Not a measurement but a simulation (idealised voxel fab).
This is a process module. Its name is voxel transistor to metal.
Shown is cross-section cut, with a width of 150 nm and square cells of size 5 nm.
When this document writes out a cross-section, it uses a grid of square cells and lists it as bands, beginning at the top and moving down, with a band standing for one or more rows of cells.
For a band, the entry starts with two heights in nm, that of the top and then that of the bottom, and carries on with the band's materials in order from left to right, each alongside its width in nm; the word "edge to edge" beside a single material means it fills the band edge to edge, and "empty" means empty space.
Heights from 0 (as-received wafer is one material below). Bottom band endless downward, as "0 down".
A width given as "30->40" starts at the first number in the band's top row and ends at the second number in its bottom row, shifting by an equal amount at every step from row to row.
"nothing changed" after a step means that no cell of the cross-section changed.
The label "Trapped cavities" introduces a list of the empty spaces, 8 cells or larger, that have no open way up to the top; each entry in it reads width x height at distance, where the distance is taken from the left edge and all three are stated in nm.
Anything after a step's settings on that line? It's the simulator's own note about the step.
What "overlay nm" on a step's line means: if the step has a mask, that mask lay this far to the right of its planned place, or, when the value is negative, to the left.

-- The following list gives the planned process steps
1 RECEIVE [material Si]
2 CONFORMAL_DEP [material SiO2] [thk nm 5]
3 CONFORMAL_DEP [material SiN] [thk nm 10]
4 PATTERN [tone cover] [mask id ACTIVE] [material resist] [width nm 115] [thk nm 15] [overlay nm 0]
5 DIRECTIONAL_ETCH [etch materials SiN] [depth nm 10]
6 DIRECTIONAL_ETCH [etch materials SiO2] [depth nm 5]
7 DIRECTIONAL_ETCH [etch materials Si] [depth nm 20]
8 STRIP [etch materials resist]
9 FILL_DEP [material SiO2] [thk nm 15]
10 CMP [height nm 15]
11 SELECTIVE_ETCH [etch materials SiO2] [depth nm 10]
12 STRIP [etch materials SiN]
13 SELECTIVE_ETCH [etch materials SiO2] [depth nm 5]
14 OXIDIZE [depth nm 5]
15 DIRECTIONAL_DEP [material polySi] [thk nm 20]
16 DIRECTIONAL_DEP [material SiCN] [thk nm 10]
17 DIRECTIONAL_DEP [material aC] [thk nm 10]
18 PATTERN [tone cover] [mask id GATE] [material resist] [width nm 35] [thk nm 30] [overlay nm 0]
19 DIRECTIONAL_ETCH [etch materials aC] [depth nm 10]
20 STRIP [etch materials resist]
21 DIRECTIONAL_ETCH [etch materials SiCN] [depth nm 20]
22 DIRECTIONAL_ETCH [etch materials polySi] [depth nm 30]
23 STRIP [etch materials aC]
24 CONFORMAL_DEP [material SiN] [thk nm 5]
25 DIRECTIONAL_ETCH [etch materials SiN] [depth nm 5]
26 DIRECTIONAL_ETCH [etch materials SiO2] [depth nm 5]
27 DIRECTIONAL_ETCH [etch materials Si] [depth nm 5]
28 EPI [material SiGe] [thk nm 10]
29 FILL_DEP [material SiO2] [thk nm 10]
30 CMP [height nm 20]
31 STRIP [etch materials polySi]
32 SELECTIVE_ETCH [etch materials SiO2] [depth nm 5]
33 CONFORMAL_DEP [material HfO2] [thk nm 5]
34 CONFORMAL_DEP [material TiN] [thk nm 5]
35 FILL_DEP [material W] [thk nm 5]
36 CMP [height nm 15]
37 DIRECTIONAL_DEP [material SiO2] [thk nm 10]
38 PATTERN [tone open] [mask id CONTACT] [material resist] [width nm 15] [pitch nm 90] [thk nm 20] [overlay nm 0]
39 DIRECTIONAL_ETCH [etch materials SiO2] [depth nm 25]
40 STRIP [etch materials resist]
41 CONFORMAL_DEP [material TiN] [thk nm 5]
42 FILL_DEP [material W] [thk nm 5]
43 CMP [height nm 25]
44 CONFORMAL_DEP [material SiCN] [thk nm 5]
45 DIRECTIONAL_DEP [material lowk] [thk nm 20]
46 PATTERN [tone open] [mask id METAL_1] [material resist] [width nm 15] [pitch nm 90] [thk nm 15] [overlay nm 0]
47 DIRECTIONAL_ETCH [etch materials lowk] [depth nm 20]
48 DIRECTIONAL_ETCH [etch materials SiCN] [depth nm 5]
49 STRIP [etch materials resist]
50 CONFORMAL_DEP [material TiN] [thk nm 5]
51 FILL_DEP [material Ru] [thk nm 5]
52 CMP [height nm 50]
53 EPI [material Ru] [thk nm 5]
54 FILL_DEP [material SiCN] [thk nm 5]

-- Received-state cross-section, reflecting completion of step 1
> 0 down = Si edge to edge
> Trapped cavities: none

-- End-of-module XS, first of two wafers, run as planned
> 60 to 55 = SiCN edge to edge
> 55 to 50 = 15 SiCN  25 Ru  65 SiCN  25 Ru  20 SiCN
> 50 to 30 = 20 lowk  5 TiN  5 Ru  5 TiN  75 lowk  5 TiN  5 Ru  5 TiN  25 lowk
> 30 to 25 = 20 SiCN  15 TiN  75 SiCN  15 TiN  25 SiCN
> 25 to 15 = 20 SiO2  5 TiN  5 W  5 TiN  75 SiO2  5 TiN  5 W  5 TiN  25 SiO2
> 15 to 5 = 20 SiO2  5 TiN  5 W  5 TiN  15 SiO2  5 SiN  5 HfO2  5 TiN  15 W  5 TiN  5 HfO2  5 SiN  15 SiO2  5 TiN  5 W  5 TiN  25 SiO2
> 5 to 0 = 20 SiO2  15 TiN  5 SiO2  10 SiGe  5 SiN  5 HfO2  25 TiN  5 HfO2  5 SiN  10 SiGe  5 SiO2  15 TiN  25 SiO2
> 0 to -5 = 10 SiO2  40 SiGe  45 HfO2  40 SiGe  15 SiO2
> -5 to -10 = 15 SiO2  35 SiGe  45 Si  35 SiGe  20 SiO2
> -10 to -20 = 15 SiO2  115 Si  20 SiO2
> -20 down = Si edge to edge
> Trapped cavities: none

-- Here is the second of the two wafers cut open at the end of the module - same start, same plan as the first one, but we made one mistake running it
> 60 to 55 = SiCN edge to edge
> 55 to 50 = 15 SiCN  25 Ru  65 SiCN  25 Ru  20 SiCN
> 50 to 30 = 20 lowk  5 TiN  5 Ru  5 TiN  75 lowk  5 TiN  5 Ru  5 TiN  25 lowk
> 30 to 25 = 20 SiCN  15 TiN  75 SiCN  15 TiN  25 SiCN
> 25 to 15 = 20 SiO2  5 TiN  5 W  5 TiN  75 SiO2  5 TiN  5 W  5 TiN  25 SiO2
> 15 to 5 = 20 SiO2  5 TiN  5 W  5 TiN  15 SiO2  5 SiN  5 HfO2  5 TiN  15 W  5 TiN  5 HfO2  5 SiN  15 SiO2  5 TiN  5 W  5 TiN  25 SiO2
> 5 to 0 = 20 SiO2  15 TiN  5 SiO2  10 SiGe  5 SiN  5 HfO2  25 TiN  5 HfO2  5 SiN  10 SiGe  5 SiO2  15 TiN  25 SiO2
> 0 to -5 = 10 SiO2  40 SiGe  45 HfO2  40 SiGe  15 SiO2
> -5 to -10 = 15 SiO2  35 SiGe  45 Si  35 SiGe  20 SiO2
> -10 to -40 = 15 SiO2  115 Si  20 SiO2
> -40 down = Si edge to edge
> Trapped cavities: none
Finding, execution versus plan: execution of plan step 7 occurred twice
Count the cells at the end and the second wafer has more or fewer of some materials than the first: -28 Si | +28 SiO2
